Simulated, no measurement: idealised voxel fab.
A process module follows: voxel fin reveal.
Shown is cross-section cut, with a width of 225 nm and square cells of size 5 nm.
Each cross-section below is a grid of square cells, stated as bands in top-down order, with one or more rows of cells making up each band.
Heads up on the band format: heights come first, top then bottom, in nm. After that it's the materials left to right, each with its width in nm. A single material flagged "full width" fills the whole band edge to edge, and "blank" means there's empty space there.
Heights are expressed relative to 0, this being the level below which the as-received wafer comprises one material exclusively. The lowest band is unbounded in the downward direction and is denoted as in "0 nm and below".
Quick explanation for "30..40": the width changes in equal steps down the rows of cells, from the first number in the band's top row to the second number in its bottom row.
You'll sometimes find "remained the same" written for a step, and that's the way of saying that nowhere in the cross-section did a cell change during that step.
In the "Entrapped voids" entry, you get each enclosed empty space of 8 cells or more, one with no open way to the top, written width x height at distance, distance from the left edge, in nm.
Anything after a step's settings on that line? It's the simulator's own note about the step.
You can add "overlay nm" to a step's line. For a step with a mask, it describes how far the mask lay to the right of its planned position, and a negative number describes a lay to the left.

So here's the lineup of process steps we planned
1 RECEIVE with material Si
2 CONFORMAL_DEP with material SiN, thk nm 5
3 MASKED_ETCH with tone cover, mask id FINS, width nm 15, pitch nm 35, etch materials SiN, depth nm 5, overlay nm 0
4 MASKED_ETCH with tone cover, mask id FINS, width nm 15, pitch nm 35, etch materials Si, depth nm 35, overlay nm 0
5 FILL_DEP with material SiO2, thk nm 5
6 CMP with height nm 5
7 SELECTIVE_ETCH with etch materials SiO2, depth nm 30
8 STRIP with etch materials SiN
9 CONFORMAL_DEP with material SiO2, thk nm 5

Wafer at receipt (post step 1), cross-section
0 nm and below | Si full width
Entrapped voids: none

The first of the two wafers as seen in cross-section once the module was finished; processing followed the plan
5 nm to 0 nm | 65 of blank, then 25 of SiO2, then 10 of blank, then 25 of SiO2, then 10 of blank, then 25 of SiO2, then 65 of blank
0 nm to -20 nm | 65 of blank, then 5 of SiO2, then 15 of Si, then 5 of SiO2, then 10 of blank, then 5 of SiO2, then 15 of Si, then 5 of SiO2, then 10 of blank, then 5 of SiO2, then 15 of Si, then 5 of SiO2, then 65 of blank
-20 nm to -35 nm | 70 of SiO2, then 15 of Si, then 20 of SiO2, then 15 of Si, then 20 of SiO2, then 15 of Si, then 70 of SiO2
-35 nm and below | Si full width
Entrapped voids: none

Cross-sectional image of the second wafer of the two following completion of the module. Starting state and process plan were the same as for the first wafer; one execution error occurred
0 nm to -5 nm | 65 of blank, then 25 of SiO2, then 10 of blank, then 25 of SiO2, then 10 of blank, then 25 of SiO2, then 65 of blank
-5 nm to -30 nm | 65 of blank, then 5 of SiO2, then 15 of Si, then 5 of SiO2, then 10 of blank, then 5 of SiO2, then 15 of Si, then 5 of SiO2, then 10 of blank, then 5 of SiO2, then 15 of Si, then 5 of SiO2, then 65 of blank
-30 nm to -35 nm | 70 of SiO2, then 15 of Si, then 20 of SiO2, then 15 of Si, then 20 of SiO2, then 15 of Si, then 70 of SiO2
-35 nm and below | Si full width
Entrapped voids: none
Processing error: note that step 6 departed from the planned setting and was carried out as CMP with height nm -5
Final wafer comparison in cells, second versus first, more or fewer per material: Si -9; SiO2 -66
